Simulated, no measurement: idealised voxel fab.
The document below concerns the process module designated voxel ribs on slabs.
The cross-section shown here is cut; it is 145 nm wide and divided into square cells measuring 5 nm on a side.
Format of a cross-section: grid, square cells. Given as bands. Order: top down. Band: one or more rows of cells.
Band entry format. Leading values: height of top, height of bottom, nm. Remainder: materials in left-to-right order, each with its width in nm. Special words: "edge to edge" on a single material, which then fills the band edge to edge; "blank", empty space.
Height reference: 0 = level under which incoming wafer is all one material. Lowest band: no bottom, runs on downward, e.g. "from 0 down".
When a width is written as two numbers, as in "30->40", the first number is the width in the top row of cells of the band and the second is the width in its bottom row, and the width changes by the same amount from each row to the next.
"remained unchanged" (step): cross-section cells unchanged, all of them.
Reported under the label "Enclosed voids" are the empty spaces having no open way to the top and comprising 8 cells or more; the notation for each is width x height at distance, in which the distance is measured from the left edge and all three values are in nm.
Text after the settings on a step's line: the simulator's own remark on that step.
The line of a step may include "overlay nm". On a step with a mask, this value is how far to the right of its planned place the mask lay. A negative value means the mask lay to the left.
Pairs from here to the end. Each: cross-section before one process step, cross-section after it, the latter only as far down as the lowest band that changed. Under each: the step between, and its settings. Mind that the pairs may be taken from different runs of this module on the same starting wafer; whether a pair continues from the pair above depends on its entry headed "Status quo ante", and it does only where that entry says so.

STATUS QUO ANTE
- from 0 down: Si edge to edge
- Enclosed voids: none

STEP RESULT
- from 25 to 0: SiO2 edge to edge
- Note: structure below 0 unchanged.
- Enclosed voids: none
It is this step that lies between the two cross-sections above: DIRECTIONAL_DEP,material SiO2,thk nm 25

Status quo ante: it's just the after picture from the pair right above this one.

STEP RESULT
- from 40 to 25: polySi edge to edge
- Note: structure below 25 unchanged.
- Enclosed voids: none
It is this step that lies between the two cross-sections above: DIRECTIONAL_DEP,material polySi,thk nm 15

Status quo ante: it's just the after picture from the pair right above this one.

STEP RESULT
- from 50 to 40: aC edge to edge
- Note: structure below 40 unchanged.
- Enclosed voids: none
It is this step that lies between the two cross-sections above: DIRECTIONAL_DEP,material aC,thk nm 10

Status quo ante: it's just the after picture from the pair right above this one.

STEP RESULT
- from 80 to 50: blank: 65; resist: 15; blank: 65
- Note: structure below 50 unchanged.
- Enclosed voids: none
It is this step that lies between the two cross-sections above: PATTERN,tone cover,mask id RIB,material resist,width nm 15,thk nm 30,overlay nm 0

Status quo ante: it's just the after picture from the pair right above this one.

STEP RESULT
- from 70 to 50: blank: 65; resist: 15; blank: 65
- from 50 to 40: blank: 65; aC: 15; blank: 65
- Note: structure below 40 unchanged.
- Enclosed voids: none
It is this step that lies between the two cross-sections above: DIRECTIONAL_ETCH,etch materials aC,depth nm 10

Status quo ante: it's just the after picture from the pair right above this one.

STEP RESULT
- from 50 to 40: blank: 65; aC: 15; blank: 65
- Note: structure below 40 unchanged.
- Enclosed voids: none
It is this step that lies between the two cross-sections above: STRIP,etch materials resist

Status quo ante: it's just the after picture from the pair right above this one.

STEP RESULT
- from 50 to 40: blank: 65; aC: 15; blank: 65
- from 40 to 30: blank: 65; polySi: 15; blank: 65
- Note: structure below 30 unchanged.
- Enclosed voids: none
It is this step that lies between the two cross-sections above: DIRECTIONAL_ETCH,etch materials polySi,depth nm 10

Status quo ante: it's just the after picture from the pair right above this one.

STEP RESULT
- from 40 to 30: blank: 65; polySi: 15; blank: 65
- Note: structure below 30 unchanged.
- Enclosed voids: none
It is this step that lies between the two cross-sections above: STRIP,etch materials aC

Status quo ante: it's just the after picture from the pair right above this one.

STEP RESULT
- from 40 to 30: blank: 65; polySi: 15; blank: 65
- from 30 to 25: blank: 45; polySi: 55; blank: 45
- Note: structure below 25 unchanged.
- Enclosed voids: none
It is this step that lies between the two cross-sections above: MASKED_ETCH,tone cover,mask id SLAB,width nm 55,etch materials polySi,depth nm 5,overlay nm 0

Status quo ante: it's just the after picture from the pair right above this one.

STEP RESULT
- from 65 to 40: SiO2 edge to edge
- from 40 to 30: SiO2: 65; polySi: 15; SiO2: 65
- from 30 to 25: SiO2: 45; polySi: 55; SiO2: 45
- Note: structure below 25 unchanged.
- Enclosed voids: none
It is this step that lies between the two cross-sections above: FILL_DEP,material SiO2,thk nm 25

Status quo ante: it's just the after picture from the pair right above this one.

STEP RESULT
- from 55 to 40: SiO2 edge to edge
- Note: structure below 40 unchanged.
- Enclosed voids: none
It is this step that lies between the two cross-sections above: CMP,height nm 55

Status quo ante: it's just the after picture from the pair right above this one.

STEP RESULT
- from 65 to 55: TiN edge to edge
- Note: structure below 55 unchanged.
- Enclosed voids: none
It is this step that lies between the two cross-sections above: DIRECTIONAL_DEP,material TiN,thk nm 10

Status quo ante: it's just the after picture from the pair right above this one.

STEP RESULT
- from 85 to 65: blank: 60; resist: 25; blank: 60
- Note: structure below 65 unchanged.
- Enclosed voids: none
It is this step that lies between the two cross-sections above: PATTERN,tone cover,mask id HEATER,material resist,width nm 25,thk nm 20,overlay nm 0

Status quo ante: it's just the after picture from the pair right above this one.

STEP RESULT
- from 85 to 65: blank: 60; resist: 25; blank: 60
- from 65 to 55: blank: 60; TiN: 25; blank: 60
- Note: structure below 55 unchanged.
- Enclosed voids: none
It is this step that lies between the two cross-sections above: DIRECTIONAL_ETCH,etch materials TiN,depth nm 10

Status quo ante: it's just the after picture from the pair right above this one.

STEP RESULT
- from 65 to 55: blank: 60; TiN: 25; blank: 60
- Note: structure below 55 unchanged.
- Enclosed voids: none
It is this step that lies between the two cross-sections above: STRIP,etch materials resist

Status quo ante: it's just the after picture from the pair right above this one.

STEP RESULT
- from 70 to 65: blank: 55; SiO2: 35; blank: 55
- from 65 to 60: blank: 55; SiO2: 5; TiN: 25; SiO2: 5; blank: 55
- from 60 to 55: SiO2: 60; TiN: 25; SiO2: 60
- Note: structure below 55 unchanged.
- Enclosed voids: none
It is this step that lies between the two cross-sections above: CONFORMAL_DEP,material SiO2,thk nm 5

STATUS QUO ANTE
- from 25 to 0: SiO2 edge to edge
- from 0 down: Si edge to edge
- Enclosed voids: none

STEP RESULT
- from 50 to 0: SiO2 edge to edge
- Note: structure below 0 unchanged.
- Enclosed voids: none
It is this step that lies between the two cross-sections above: DIRECTIONAL_DEP,material SiO2,thk nm 25

Status quo ante: it's just the after picture from the pair right above this one.

STEP RESULT
- from 65 to 50: polySi edge to edge
- Note: structure below 50 unchanged.
- Enclosed voids: none
It is this step that lies between the two cross-sections above: DIRECTIONAL_DEP,material polySi,thk nm 15

Status quo ante: it's just the after picture from the pair right above this one.

STEP RESULT
- from 75 to 65: aC edge to edge
- Note: structure below 65 unchanged.
- Enclosed voids: none
It is this step that lies between the two cross-sections above: DIRECTIONAL_DEP,material aC,thk nm 10

Status quo ante: it's just the after picture from the pair right above this one.

STEP RESULT
- from 105 to 75: blank: 65; resist: 15; blank: 65
- Note: structure below 75 unchanged.
- Enclosed voids: none
It is this step that lies between the two cross-sections above: PATTERN,tone cover,mask id RIB,material resist,width nm 15,thk nm 30,overlay nm 0

Status quo ante: it's just the after picture from the pair right above this one.

STEP RESULT
- from 95 to 75: blank: 65; resist: 15; blank: 65
- from 75 to 65: blank: 65; aC: 15; blank: 65
- Note: structure below 65 unchanged.
- Enclosed voids: none
It is this step that lies between the two cross-sections above: DIRECTIONAL_ETCH,etch materials aC,depth nm 10

Status quo ante: it's just the after picture from the pair right above this one.

STEP RESULT
- from 75 to 65: blank: 65; aC: 15; blank: 65
- Note: structure below 65 unchanged.
- Enclosed voids: none
It is this step that lies between the two cross-sections above: STRIP,etch materials resist

Status quo ante: it's just the after picture from the pair right above this one.

STEP RESULT
- from 75 to 65: blank: 65; aC: 15; blank: 65
- from 65 to 55: blank: 65; polySi: 15; blank: 65
- Note: structure below 55 unchanged.
- Enclosed voids: none
It is this step that lies between the two cross-sections above: DIRECTIONAL_ETCH,etch materials polySi,depth nm 10

Status quo ante: it's just the after picture from the pair right above this one.

STEP RESULT
- from 65 to 55: blank: 65; polySi: 15; blank: 65
- Note: structure below 55 unchanged.
- Enclosed voids: none
It is this step that lies between the two cross-sections above: STRIP,etch materials aC

Status quo ante: it's just the after picture from the pair right above this one.

STEP RESULT
- from 65 to 55: blank: 65; polySi: 15; blank: 65
- from 55 to 50: blank: 45; polySi: 55; blank: 45
- Note: structure below 50 unchanged.
- Enclosed voids: none
It is this step that lies between the two cross-sections above: MASKED_ETCH,tone cover,mask id SLAB,width nm 55,etch materials polySi,depth nm 5,overlay nm 0

Status quo ante: it's just the after picture from the pair right above this one.

STEP RESULT
- from 90 to 65: SiO2 edge to edge
- from 65 to 55: SiO2: 65; polySi: 15; SiO2: 65
- from 55 to 50: SiO2: 45; polySi: 55; SiO2: 45
- Note: structure below 50 unchanged.
- Enclosed voids: none
It is this step that lies between the two cross-sections above: FILL_DEP,material SiO2,thk nm 25

Status quo ante: it's just the after picture from the pair right above this one.

STEP RESULT
- from 55 to 50: SiO2: 45; polySi: 55; SiO2: 45
- Note: structure below 50 unchanged.
- Enclosed voids: none
It is this step that lies between the two cross-sections above: CMP,height nm 55

Status quo ante: it's just the after picture from the pair right above this one.

STEP RESULT
- from 65 to 55: TiN edge to edge
- Note: structure below 55 unchanged.
- Enclosed voids: none
It is this step that lies between the two cross-sections above: DIRECTIONAL_DEP,material TiN,thk nm 10

Status quo ante: it's just the after picture from the pair right above this one.

STEP RESULT
- from 85 to 65: blank: 60; resist: 25; blank: 60
- Note: structure below 65 unchanged.
- Enclosed voids: none
It is this step that lies between the two cross-sections above: PATTERN,tone cover,mask id HEATER,material resist,width nm 25,thk nm 20,overlay nm 0

Status quo ante: it's just the after picture from the pair right above this one.

STEP RESULT
- from 85 to 65: blank: 60; resist: 25; blank: 60
- from 65 to 55: blank: 60; TiN: 25; blank: 60
- Note: structure below 55 unchanged.
- Enclosed voids: none
It is this step that lies between the two cross-sections above: DIRECTIONAL_ETCH,etch materials TiN,depth nm 10

Status quo ante: it's just the after picture from the pair right above this one.

STEP RESULT
- from 65 to 55: blank: 60; TiN: 25; blank: 60
- Note: structure below 55 unchanged.
- Enclosed voids: none
It is this step that lies between the two cross-sections above: STRIP,etch materials resist

Status quo ante: it's just the after picture from the pair right above this one.

STEP RESULT
- from 70 to 65: blank: 55; SiO2: 35; blank: 55
- from 65 to 60: blank: 55; SiO2: 5; TiN: 25; SiO2: 5; blank: 55
- from 60 to 55: SiO2: 60; TiN: 25; SiO2: 60
- Note: structure below 55 unchanged.
- Enclosed voids: none
It is this step that lies between the two cross-sections above: CONFORMAL_DEP,material SiO2,thk nm 5

STATUS QUO ANTE
- from 25 to 0: SiO2 edge to edge
- from 0 down: Si edge to edge
- Enclosed voids: none

STEP RESULT
- from 35 to 25: aC edge to edge
- Note: structure below 25 unchanged.
- Enclosed voids: none
It is this step that lies between the two cross-sections above: DIRECTIONAL_DEP,material aC,thk nm 10

Status quo ante: it's just the after picture from the pair right above this one.

STEP RESULT
- from 50 to 35: polySi edge to edge
- Note: structure below 35 unchanged.
- Enclosed voids: none
It is this step that lies between the two cross-sections above: DIRECTIONAL_DEP,material polySi,thk nm 15

Status quo ante: it's just the after picture from the pair right above this one.

STEP RESULT
- from 80 to 50: blank: 65; resist: 15; blank: 65
- Note: structure below 50 unchanged.
- Enclosed voids: none
It is this step that lies between the two cross-sections above: PATTERN,tone cover,mask id RIB,material resist,width nm 15,thk nm 30,overlay nm 0

Status quo ante: it's just the after picture from the pair right above this one.

STEP RESULT
- from 70 to 50: blank: 65; resist: 15; blank: 65
- Note: structure below 50 unchanged.
- Enclosed voids: none
It is this step that lies between the two cross-sections above: DIRECTIONAL_ETCH,etch materials aC,depth nm 10

Status quo ante: it's just the after picture from the pair right above this one.

STEP RESULT
- from 50 to 35: polySi edge to edge
- Note: structure below 35 unchanged.
- Enclosed voids: none
It is this step that lies between the two cross-sections above: STRIP,etch materials resist

Status quo ante: it's just the after picture from the pair right above this one.

STEP RESULT
- from 40 to 35: polySi edge to edge
- Note: structure below 35 unchanged.
- Enclosed voids: none
It is this step that lies between the two cross-sections above: DIRECTIONAL_ETCH,etch materials polySi,depth nm 10

Status quo ante: it's just the after picture from the pair right above this one.

STEP RESULT
- from 40 to 35: blank: 45; polySi: 55; blank: 45
- Note: structure below 35 unchanged.
- Enclosed voids: none
It is this step that lies between the two cross-sections above: MASKED_ETCH,tone cover,mask id SLAB,width nm 55,etch materials polySi,depth nm 5,overlay nm 0

Status quo ante: it's just the after picture from the pair right above this one.

STEP RESULT
- from 65 to 40: SiO2 edge to edge
- from 40 to 35: SiO2: 45; polySi: 55; SiO2: 45
- Note: structure below 35 unchanged.
- Enclosed voids: none
It is this step that lies between the two cross-sections above: FILL_DEP,material SiO2,thk nm 25

Status quo ante: it's just the after picture from the pair right above this one.

STEP RESULT
- from 55 to 40: SiO2 edge to edge
- Note: structure below 40 unchanged.
- Enclosed voids: none
It is this step that lies between the two cross-sections above: CMP,height nm 55

Status quo ante: it's just the after picture from the pair right above this one.

STEP RESULT
- from 65 to 55: TiN edge to edge
- Note: structure below 55 unchanged.
- Enclosed voids: none
It is this step that lies between the two cross-sections above: DIRECTIONAL_DEP,material TiN,thk nm 10

Status quo ante: it's just the after picture from the pair right above this one.

STEP RESULT
- from 85 to 65: blank: 60; resist: 25; blank: 60
- Note: structure below 65 unchanged.
- Enclosed voids: none
It is this step that lies between the two cross-sections above: PATTERN,tone cover,mask id HEATER,material resist,width nm 25,thk nm 20,overlay nm 0

Status quo ante: it's just the after picture from the pair right above this one.

STEP RESULT
- from 85 to 65: blank: 60; resist: 25; blank: 60
- from 65 to 55: blank: 60; TiN: 25; blank: 60
- Note: structure below 55 unchanged.
- Enclosed voids: none
It is this step that lies between the two cross-sections above: DIRECTIONAL_ETCH,etch materials TiN,depth nm 10

Status quo ante: it's just the after picture from the pair right above this one.

STEP RESULT
- from 65 to 55: blank: 60; TiN: 25; blank: 60
- Note: structure below 55 unchanged.
- Enclosed voids: none
It is this step that lies between the two cross-sections above: STRIP,etch materials resist

Status quo ante: it's just the after picture from the pair right above this one.

STEP RESULT
- from 70 to 65: blank: 55; SiO2: 35; blank: 55
- from 65 to 60: blank: 55; SiO2: 5; TiN: 25; SiO2: 5; blank: 55
- from 60 to 55: SiO2: 60; TiN: 25; SiO2: 60
- Note: structure below 55 unchanged.
- Enclosed voids: none
It is this step that lies between the two cross-sections above: CONFORMAL_DEP,material SiO2,thk nm 5

STATUS QUO ANTE
- from 0 down: Si edge to edge
- Enclosed voids: none

STEP RESULT
- from 20 to 0: SiO2 edge to edge
- Note: structure below 0 unchanged.
- Enclosed voids: none
It is this step that lies between the two cross-sections above: DIRECTIONAL_DEP,material SiO2,thk nm 20

Status quo ante: it's just the after picture from the pair right above this one.

STEP RESULT
- from 35 to 20: polySi edge to edge
- Note: structure below 20 unchanged.
- Enclosed voids: none
It is this step that lies between the two cross-sections above: DIRECTIONAL_DEP,material polySi,thk nm 15

Status quo ante: it's just the after picture from the pair right above this one.

STEP RESULT
- from 45 to 35: aC edge to edge
- Note: structure below 35 unchanged.
- Enclosed voids: none
It is this step that lies between the two cross-sections above: DIRECTIONAL_DEP,material aC,thk nm 10

Status quo ante: it's just the after picture from the pair right above this one.

STEP RESULT
- from 75 to 45: blank: 65; resist: 15; blank: 65
- Note: structure below 45 unchanged.
- Enclosed voids: none
It is this step that lies between the two cross-sections above: PATTERN,tone cover,mask id RIB,material resist,width nm 15,thk nm 30,overlay nm 0

Status quo ante: it's just the after picture from the pair right above this one.

STEP RESULT
- from 65 to 45: blank: 65; resist: 15; blank: 65
- from 45 to 35: blank: 65; aC: 15; blank: 65
- Note: structure below 35 unchanged.
- Enclosed voids: none
It is this step that lies between the two cross-sections above: DIRECTIONAL_ETCH,etch materials aC,depth nm 10

Status quo ante: it's just the after picture from the pair right above this one.

STEP RESULT
- from 45 to 35: blank: 65; aC: 15; blank: 65
- Note: structure below 35 unchanged.
- Enclosed voids: none
It is this step that lies between the two cross-sections above: STRIP,etch materials resist

Status quo ante: it's just the after picture from the pair right above this one.

STEP RESULT
- from 45 to 35: blank: 65; aC: 15; blank: 65
- from 35 to 25: blank: 65; polySi: 15; blank: 65
- Note: structure below 25 unchanged.
- Enclosed voids: none
It is this step that lies between the two cross-sections above: DIRECTIONAL_ETCH,etch materials polySi,depth nm 10

Status quo ante: it's just the after picture from the pair right above this one.

STEP RESULT
- from 35 to 25: blank: 65; polySi: 15; blank: 65
- Note: structure below 25 unchanged.
- Enclosed voids: none
It is this step that lies between the two cross-sections above: STRIP,etch materials aC

Status quo ante: it's just the after picture from the pair right above this one.

STEP RESULT
- from 35 to 25: blank: 65; polySi: 15; blank: 65
- from 25 to 20: blank: 45; polySi: 55; blank: 45
- Note: structure below 20 unchanged.
- Enclosed voids: none
It is this step that lies between the two cross-sections above: MASKED_ETCH,tone cover,mask id SLAB,width nm 55,etch materials polySi,depth nm 5,overlay nm 0

Status quo ante: it's just the after picture from the pair right above this one.

STEP RESULT
- from 60 to 35: SiO2 edge to edge
- from 35 to 25: SiO2: 65; polySi: 15; SiO2: 65
- from 25 to 20: SiO2: 45; polySi: 55; SiO2: 45
- Note: structure below 20 unchanged.
- Enclosed voids: none
It is this step that lies between the two cross-sections above: FILL_DEP,material SiO2,thk nm 25

Status quo ante: it's just the after picture from the pair right above this one.

STEP RESULT
- from 55 to 35: SiO2 edge to edge
- Note: structure below 35 unchanged.
- Enclosed voids: none
It is this step that lies between the two cross-sections above: CMP,height nm 55

Status quo ante: it's just the after picture from the pair right above this one.

STEP RESULT
- from 65 to 55: TiN edge to edge
- Note: structure below 55 unchanged.
- Enclosed voids: none
It is this step that lies between the two cross-sections above: DIRECTIONAL_DEP,material TiN,thk nm 10

Status quo ante: it's just the after picture from the pair right above this one.

STEP RESULT
- from 85 to 65: blank: 60; resist: 25; blank: 60
- Note: structure below 65 unchanged.
- Enclosed voids: none
It is this step that lies between the two cross-sections above: PATTERN,tone cover,mask id HEATER,material resist,width nm 25,thk nm 20,overlay nm 0

Status quo ante: it's just the after picture from the pair right above this one.

STEP RESULT
- from 85 to 65: blank: 60; resist: 25; blank: 60
- from 65 to 55: blank: 60; TiN: 25; blank: 60
- Note: structure below 55 unchanged.
- Enclosed voids: none
It is this step that lies between the two cross-sections above: DIRECTIONAL_ETCH,etch materials TiN,depth nm 10

Status quo ante: it's just the after picture from the pair right above this one.

STEP RESULT
- from 65 to 55: blank: 60; TiN: 25; blank: 60
- Note: structure below 55 unchanged.
- Enclosed voids: none
It is this step that lies between the two cross-sections above: STRIP,etch materials resist

Status quo ante: it's just the after picture from the pair right above this one.

STEP RESULT
- from 70 to 65: blank: 55; SiO2: 35; blank: 55
- from 65 to 60: blank: 55; SiO2: 5; TiN: 25; SiO2: 5; blank: 55
- from 60 to 55: SiO2: 60; TiN: 25; SiO2: 60
- Note: structure below 55 unchanged.
- Enclosed voids: none
It is this step that lies between the two cross-sections above: CONFORMAL_DEP,material SiO2,thk nm 5

STATUS QUO ANTE
- from 50 to 40: aC edge to edge
- from 40 to 25: polySi edge to edge
- from 25 to 0: SiO2 edge to edge
- from 0 down: Si edge to edge
- Enclosed voids: none

STEP RESULT
- from 80 to 50: blank: 65; resist: 20; blank: 60
- Note: structure below 50 unchanged.
- Enclosed voids: none
It is this step that lies between the two cross-sections above: PATTERN,tone cover,mask id RIB,material resist,width nm 20,thk nm 30,overlay nm 0

Status quo ante: it's just the after picture from the pair right above this one.

STEP RESULT
- from 70 to 50: blank: 65; resist: 20; blank: 60
- from 50 to 40: blank: 65; aC: 20; blank: 60
- Note: structure below 40 unchanged.
- Enclosed voids: none
It is this step that lies between the two cross-sections above: DIRECTIONAL_ETCH,etch materials aC,depth nm 10

Status quo ante: it's just the after picture from the pair right above this one.

STEP RESULT
- from 50 to 40: blank: 65; aC: 20; blank: 60
- Note: structure below 40 unchanged.
- Enclosed voids: none
It is this step that lies between the two cross-sections above: STRIP,etch materials resist

Status quo ante: it's just the after picture from the pair right above this one.

STEP RESULT
- from 50 to 40: blank: 65; aC: 20; blank: 60
- from 40 to 30: blank: 65; polySi: 20; blank: 60
- Note: structure below 30 unchanged.
- Enclosed voids: none
It is this step that lies between the two cross-sections above: DIRECTIONAL_ETCH,etch materials polySi,depth nm 10

Status quo ante: it's just the after picture from the pair right above this one.

STEP RESULT
- from 40 to 30: blank: 65; polySi: 20; blank: 60
- Note: structure below 30 unchanged.
- Enclosed voids: none
It is this step that lies between the two cross-sections above: STRIP,etch materials aC

Status quo ante: it's just the after picture from the pair right above this one.

STEP RESULT
- from 40 to 30: blank: 65; polySi: 20; blank: 60
- from 30 to 25: blank: 45; polySi: 55; blank: 45
- Note: structure below 25 unchanged.
- Enclosed voids: none
It is this step that lies between the two cross-sections above: MASKED_ETCH,tone cover,mask id SLAB,width nm 55,etch materials polySi,depth nm 5,overlay nm 0

Status quo ante: it's just the after picture from the pair right above this one.

STEP RESULT
- from 65 to 40: SiO2 edge to edge
- from 40 to 30: SiO2: 65; polySi: 20; SiO2: 60
- from 30 to 25: SiO2: 45; polySi: 55; SiO2: 45
- Note: structure below 25 unchanged.
- Enclosed voids: none
It is this step that lies between the two cross-sections above: FILL_DEP,material SiO2,thk nm 25

Status quo ante: it's just the after picture from the pair right above this one.

STEP RESULT
- from 55 to 40: SiO2 edge to edge
- Note: structure below 40 unchanged.
- Enclosed voids: none
It is this step that lies between the two cross-sections above: CMP,height nm 55

Status quo ante: it's just the after picture from the pair right above this one.

STEP RESULT
- from 65 to 55: TiN edge to edge
- Note: structure below 55 unchanged.
- Enclosed voids: none
It is this step that lies between the two cross-sections above: DIRECTIONAL_DEP,material TiN,thk nm 10

Status quo ante: it's just the after picture from the pair right above this one.

STEP RESULT
- from 85 to 65: blank: 60; resist: 25; blank: 60
- Note: structure below 65 unchanged.
- Enclosed voids: none
It is this step that lies between the two cross-sections above: PATTERN,tone cover,mask id HEATER,material resist,width nm 25,thk nm 20,overlay nm 0

Status quo ante: it's just the after picture from the pair right above this one.

STEP RESULT
- from 85 to 65: blank: 60; resist: 25; blank: 60
- from 65 to 55: blank: 60; TiN: 25; blank: 60
- Note: structure below 55 unchanged.
- Enclosed voids: none
It is this step that lies between the two cross-sections above: DIRECTIONAL_ETCH,etch materials TiN,depth nm 10

Status quo ante: it's just the after picture from the pair right above this one.

STEP RESULT
- from 65 to 55: blank: 60; TiN: 25; blank: 60
- Note: structure below 55 unchanged.
- Enclosed voids: none
It is this step that lies between the two cross-sections above: STRIP,etch materials resist

Status quo ante: it's just the after picture from the pair right above this one.

STEP RESULT
- from 70 to 65: blank: 55; SiO2: 35; blank: 55
- from 65 to 60: blank: 55; SiO2: 5; TiN: 25; SiO2: 5; blank: 55
- from 60 to 55: SiO2: 60; TiN: 25; SiO2: 60
- Note: structure below 55 unchanged.
- Enclosed voids: none
It is this step that lies between the two cross-sections above: CONFORMAL_DEP,material SiO2,thk nm 5

STATUS QUO ANTE
- from 50 to 40: aC edge to edge
- from 40 to 25: polySi edge to edge
- from 25 to 0: SiO2 edge to edge
- from 0 down: Si edge to edge
- Enclosed voids: none

STEP RESULT
- from 80 to 50: blank: 75; resist: 15; blank: 55
- Note: structure below 50 unchanged.
- Enclosed voids: none
It is this step that lies between the two cross-sections above: PATTERN,tone cover,mask id RIB,material resist,width nm 15,thk nm 30,overlay nm 10

Status quo ante: it's just the after picture from the pair right above this one.

STEP RESULT
- from 70 to 50: blank: 75; resist: 15; blank: 55
- from 50 to 40: blank: 75; aC: 15; blank: 55
- Note: structure below 40 unchanged.
- Enclosed voids: none
It is this step that lies between the two cross-sections above: DIRECTIONAL_ETCH,etch materials aC,depth nm 10

Status quo ante: it's just the after picture from the pair right above this one.

STEP RESULT
- from 50 to 40: blank: 75; aC: 15; blank: 55
- Note: structure below 40 unchanged.
- Enclosed voids: none
It is this step that lies between the two cross-sections above: STRIP,etch materials resist

Status quo ante: it's just the after picture from the pair right above this one.

STEP RESULT
- from 50 to 40: blank: 75; aC: 15; blank: 55
- from 40 to 30: blank: 75; polySi: 15; blank: 55
- Note: structure below 30 unchanged.
- Enclosed voids: none
It is this step that lies between the two cross-sections above: DIRECTIONAL_ETCH,etch materials polySi,depth nm 10

Status quo ante: it's just the after picture from the pair right above this one.

STEP RESULT
- from 40 to 30: blank: 75; polySi: 15; blank: 55
- Note: structure below 30 unchanged.
- Enclosed voids: none
It is this step that lies between the two cross-sections above: STRIP,etch materials aC

Status quo ante: it's just the after picture from the pair right above this one.

STEP RESULT
- from 40 to 30: blank: 75; polySi: 15; blank: 55
- from 30 to 25: blank: 45; polySi: 55; blank: 45
- Note: structure below 25 unchanged.
- Enclosed voids: none
It is this step that lies between the two cross-sections above: MASKED_ETCH,tone cover,mask id SLAB,width nm 55,etch materials polySi,depth nm 5,overlay nm 0

Status quo ante: it's just the after picture from the pair right above this one.

STEP RESULT
- from 65 to 40: SiO2 edge to edge
- from 40 to 30: SiO2: 75; polySi: 15; SiO2: 55
- from 30 to 25: SiO2: 45; polySi: 55; SiO2: 45
- Note: structure below 25 unchanged.
- Enclosed voids: none
It is this step that lies between the two cross-sections above: FILL_DEP,material SiO2,thk nm 25

Status quo ante: it's just the after picture from the pair right above this one.

STEP RESULT
- from 55 to 40: SiO2 edge to edge
- Note: structure below 40 unchanged.
- Enclosed voids: none
It is this step that lies between the two cross-sections above: CMP,height nm 55

Status quo ante: it's just the after picture from the pair right above this one.

STEP RESULT
- from 65 to 55: TiN edge to edge
- Note: structure below 55 unchanged.
- Enclosed voids: none
It is this step that lies between the two cross-sections above: DIRECTIONAL_DEP,material TiN,thk nm 10

Status quo ante: it's just the after picture from the pair right above this one.

STEP RESULT
- from 85 to 65: blank: 60; resist: 25; blank: 60
- Note: structure below 65 unchanged.
- Enclosed voids: none
It is this step that lies between the two cross-sections above: PATTERN,tone cover,mask id HEATER,material resist,width nm 25,thk nm 20,overlay nm 0

Status quo ante: it's just the after picture from the pair right above this one.

STEP RESULT
- from 85 to 65: blank: 60; resist: 25; blank: 60
- from 65 to 55: blank: 60; TiN: 25; blank: 60
- Note: structure below 55 unchanged.
- Enclosed voids: none
It is this step that lies between the two cross-sections above: DIRECTIONAL_ETCH,etch materials TiN,depth nm 10

Status quo ante: it's just the after picture from the pair right above this one.

STEP RESULT
- from 65 to 55: blank: 60; TiN: 25; blank: 60
- Note: structure below 55 unchanged.
- Enclosed voids: none
It is this step that lies between the two cross-sections above: STRIP,etch materials resist

Status quo ante: it's just the after picture from the pair right above this one.

STEP RESULT
- from 70 to 65: blank: 55; SiO2: 35; blank: 55
- from 65 to 60: blank: 55; SiO2: 5; TiN: 25; SiO2: 5; blank: 55
- from 60 to 55: SiO2: 60; TiN: 25; SiO2: 60
- Note: structure below 55 unchanged.
- Enclosed voids: none
It is this step that lies between the two cross-sections above: CONFORMAL_DEP,material SiO2,thk nm 5

STATUS QUO ANTE
- from 0 down: Si edge to edge
- Enclosed voids: none

STEP RESULT
- from 25 to 0: TiN edge to edge
- Note: structure below 0 unchanged.
- Enclosed voids: none
It is this step that lies between the two cross-sections above: DIRECTIONAL_DEP,material TiN,thk nm 25

Status quo ante: it's just the after picture from the pair right above this one.

STEP RESULT
- from 40 to 25: polySi edge to edge
- Note: structure below 25 unchanged.
- Enclosed voids: none
It is this step that lies between the two cross-sections above: DIRECTIONAL_DEP,material polySi,thk nm 15

Status quo ante: it's just the after picture from the pair right above this one.

STEP RESULT
- from 50 to 40: aC edge to edge
- Note: structure below 40 unchanged.
- Enclosed voids: none
It is this step that lies between the two cross-sections above: DIRECTIONAL_DEP,material aC,thk nm 10

Status quo ante: it's just the after picture from the pair right above this one.

STEP RESULT
- from 80 to 50: blank: 65; resist: 15; blank: 65
- Note: structure below 50 unchanged.
- Enclosed voids: none
It is this step that lies between the two cross-sections above: PATTERN,tone cover,mask id RIB,material resist,width nm 15,thk nm 30,overlay nm 0

Status quo ante: it's just the after picture from the pair right above this one.

STEP RESULT
- from 70 to 50: blank: 65; resist: 15; blank: 65
- from 50 to 40: blank: 65; aC: 15; blank: 65
- Note: structure below 40 unchanged.
- Enclosed voids: none
It is this step that lies between the two cross-sections above: DIRECTIONAL_ETCH,etch materials aC,depth nm 10

Status quo ante: it's just the after picture from the pair right above this one.

STEP RESULT
- from 50 to 40: blank: 65; aC: 15; blank: 65
- Note: structure below 40 unchanged.
- Enclosed voids: none
It is this step that lies between the two cross-sections above: STRIP,etch materials resist

Status quo ante: it's just the after picture from the pair right above this one.

STEP RESULT
- from 50 to 40: blank: 65; aC: 15; blank: 65
- from 40 to 30: blank: 65; polySi: 15; blank: 65
- Note: structure below 30 unchanged.
- Enclosed voids: none
It is this step that lies between the two cross-sections above: DIRECTIONAL_ETCH,etch materials polySi,depth nm 10

Status quo ante: it's just the after picture from the pair right above this one.

STEP RESULT
- from 40 to 30: blank: 65; polySi: 15; blank: 65
- Note: structure below 30 unchanged.
- Enclosed voids: none
It is this step that lies between the two cross-sections above: STRIP,etch materials aC

Status quo ante: it's just the after picture from the pair right above this one.

STEP RESULT
- from 40 to 30: blank: 65; polySi: 15; blank: 65
- from 30 to 25: blank: 45; polySi: 55; blank: 45
- Note: structure below 25 unchanged.
- Enclosed voids: none
It is this step that lies between the two cross-sections above: MASKED_ETCH,tone cover,mask id SLAB,width nm 55,etch materials polySi,depth nm 5,overlay nm 0

Status quo ante: it's just the after picture from the pair right above this one.

STEP RESULT
- from 65 to 40: SiO2 edge to edge
- from 40 to 30: SiO2: 65; polySi: 15; SiO2: 65
- from 30 to 25: SiO2: 45; polySi: 55; SiO2: 45
- Note: structure below 25 unchanged.
- Enclosed voids: none
It is this step that lies between the two cross-sections above: FILL_DEP,material SiO2,thk nm 25

Status quo ante: it's just the after picture from the pair right above this one.

STEP RESULT
- from 55 to 40: SiO2 edge to edge
- Note: structure below 40 unchanged.
- Enclosed voids: none
It is this step that lies between the two cross-sections above: CMP,height nm 55

Status quo ante: it's just the after picture from the pair right above this one.

STEP RESULT
- from 65 to 55: TiN edge to edge
- Note: structure below 55 unchanged.
- Enclosed voids: none
It is this step that lies between the two cross-sections above: DIRECTIONAL_DEP,material TiN,thk nm 10
